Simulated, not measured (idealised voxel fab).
process module | voxel air gaps
cross-section cut | 175 nm wide | cells 5 nm
A cross-section is a grid of square cells, given in bands from the top down. A band is one or more rows of cells.
Each band's line starts with the height of the band's top and of its bottom, in nm. Then come its materials from left to right, each with its width in nm. One material with "throughout" fills the band from edge to edge. "air" is empty space.
Height 0 is the level under which the wafer as received is all one material. The lowest band goes on downwards, as in "0 down".
A width such as "30 to 40" changes by the same amount from each row of cells to the next, from the band's top row to its bottom row.
"no change" after a step means that no cell of the cross-section changed.
closed voids: empty space of 8 cells or more with no open way to the top, each as width x height at its distance from the left edge, in nm
after a step's settings: what the simulator itself notes on the step
overlay nm, on a step with a mask: how far to the right of its planned place the mask lay; to the left if negative
plan
1 op RECEIVE | material Si
2 op CONFORMAL_DEP | material SiO2 | thk nm 15
3 op CONFORMAL_DEP | material SiN | thk nm 5
4 op DIRECTIONAL_DEP | material SiO2 | thk nm 30
5 op MASKED_ETCH | tone open | mask id LINES | width nm 15 | pitch nm 40 | etch materials SiO2 | depth nm 30 | overlay nm 0
6 op CONFORMAL_DEP | material TiN | thk nm 5
7 op FILL_DEP | material W | thk nm 10
8 op CMP | height nm 50
9 op EPI | material Ru | thk nm 10
10 op SELECTIVE_ETCH | etch materials SiO2 | depth nm 40
11 op CONFORMAL_DEP | material SiN | thk nm 5
varied across the wafers: width nm of step 5. The plan shows the first wafer's value. All wafers start alike
first wafer as received, after step 1
  0 down: Si throughout
  closed voids: none
first wafer at the end, after step 11
  65 to 60: air 5 | SiN 165 | air 5
  60 to 50: air 5 | SiN 5 | Ru 35 | SiN 5 | Ru 35 | SiN 5 | Ru 35 | SiN 5 | Ru 35 | SiN 5 | air 5
  50 to 45: air 5 | SiN 15 | TiN 5 | W 5 | TiN 5 | SiN 25 | TiN 5 | W 5 | TiN 5 | SiN 25 | TiN 5 | W 5 | TiN 5 | SiN 25 | TiN 5 | W 5 | TiN 5 | SiN 15 | air 5
  45 to 25: air 15 | SiN 5 | TiN 5 | W 5 | TiN 5 | SiN 5 | air 15 | SiN 5 | TiN 5 | W 5 | TiN 5 | SiN 5 | air 15 | SiN 5 | TiN 5 | W 5 | TiN 5 | SiN 5 | air 15 | SiN 5 | TiN 5 | W 5 | TiN 5 | SiN 5 | air 15
  25 to 20: SiN 20 | TiN 15 | SiN 25 | TiN 15 | SiN 25 | TiN 15 | SiN 25 | TiN 15 | SiN 20
  20 to 15: SiN throughout
  15 to 0: SiO2 throughout
  0 down: Si throughout
  closed voids: 15 x 20 at 40; 15 x 20 at 80; 15 x 20 at 120
last wafer at the end
  65 to 60: SiN throughout
  60 to 50: SiN 5 | Ru 165 | SiN 5
  50 to 45: SiN 15 | TiN 5 | W 15 | TiN 5 | SiO2 15 | TiN 5 | W 15 | TiN 5 | SiO2 15 | TiN 5 | W 15 | TiN 5 | SiO2 15 | TiN 5 | W 15 | TiN 5 | SiN 15
  45 to 25: air 10 | SiN 5 | TiN 5 | W 15 | TiN 5 | SiO2 15 | TiN 5 | W 15 | TiN 5 | SiO2 15 | TiN 5 | W 15 | TiN 5 | SiO2 15 | TiN 5 | W 15 | TiN 5 | SiN 5 | air 10
  25 to 20: SiN 15 | TiN 25 | SiO2 15 | TiN 25 | SiO2 15 | TiN 25 | SiO2 15 | TiN 25 | SiN 15
  20 to 15: SiN throughout
  15 to 0: SiO2 throughout
  0 down: Si throughout
  closed voids: 10 x 20 at 0; 10 x 20 at 165
each wafer at the end: cells of each material gained (+) or lost (-) since it was received, then its closed voids
width nm 15 | +56 Ru | +154 SiN | +105 SiO2 | +52 TiN | +20 W | closed voids: 15 x 20 at 40; 15 x 20 at 80; 15 x 20 at 120
width nm 20 | +64 Ru | +94 SiN | +177 SiO2 | +56 TiN | +40 W | closed voids: 10 x 20 at 165
width nm 25 | +66 Ru | +94 SiN | +159 SiO2 | +60 TiN | +60 W | closed voids: 10 x 20 at 0; 10 x 20 at 165
